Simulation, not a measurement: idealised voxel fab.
process module | voxel self aligned contacts
cross-section cut | 265 nm wide | cells 5 nm
A cross-section is a grid of square cells, given in bands from the top down. A band is one or more rows of cells.
Each band's line starts with the height of the band's top and of its bottom, in nm. Then come its materials from left to right, each with its width in nm. One material with "throughout" fills the band from edge to edge. "air" is empty space.
Height 0 is the level under which the wafer as received is all one material. The lowest band goes on downwards, as in "0 down".
A width such as "30 to 40" changes by the same amount from each row of cells to the next, from the band's top row to its bottom row.
"no change" after a step means that no cell of the cross-section changed.
closed voids: empty space of 8 cells or more with no open way to the top, each as width x height at its distance from the left edge, in nm
after a step's settings: what the simulator itself notes on the step
overlay nm, on a step with a mask: how far to the right of its planned place the mask lay; to the left if negative
plan
1 op RECEIVE | material Si
2 op OXIDIZE | depth nm 5
3 op DIRECTIONAL_DEP | material polySi | thk nm 30
4 op DIRECTIONAL_DEP | material SiN | thk nm 20
5 op DIRECTIONAL_DEP | material aC | thk nm 15
6 op PATTERN | tone cover | mask id GATE | material resist | width nm 35 | pitch nm 70 | thk nm 30 | overlay nm 0
7 op DIRECTIONAL_ETCH | etch materials aC | depth nm 15
8 op STRIP | etch materials resist
9 op DIRECTIONAL_ETCH | etch materials SiN | depth nm 20
10 op DIRECTIONAL_ETCH | etch materials polySi | depth nm 30
11 op STRIP | etch materials aC
12 op CONFORMAL_DEP | material SiN | thk nm 5
13 op DIRECTIONAL_ETCH | etch materials SiN | depth nm 5
14 op FILL_DEP | material SiO2 | thk nm 10
15 op CMP | height nm 55
16 op PATTERN | tone open | mask id CONTACT | material resist | width nm 55 | thk nm 15 | overlay nm 0
17 op DIRECTIONAL_ETCH | etch materials SiO2 | depth nm 60
18 op STRIP | etch materials resist
19 op CONFORMAL_DEP | material TiN | thk nm 5
20 op FILL_DEP | material Ru | thk nm 10
21 op CMP | height nm 55
22 op CONFORMAL_DEP | material SiN | thk nm 5
as received, after step 1
  0 down: Si throughout
  closed voids: none
a wafer at the end: this start, this plan, one mistake
  60 to 55: SiN throughout
  55 to 50: SiO2 105 | TiN 20 | aC 15 | TiN 20 | SiO2 105
  50 to 30: SiO2 75 | SiN 45 | TiN 5 | aC 15 | TiN 5 | SiN 45 | SiO2 75
  30 to 0: SiO2 75 | SiN 5 | polySi 35 | SiN 5 | TiN 5 | aC 15 | TiN 5 | SiN 5 | polySi 35 | SiN 5 | SiO2 75
  0 to -5: SiO2 120 | TiN 25 | SiO2 120
  -5 down: Si throughout
  closed voids: none
what went wrong: step 20 ran as: op FILL_DEP | material aC | thk nm 10
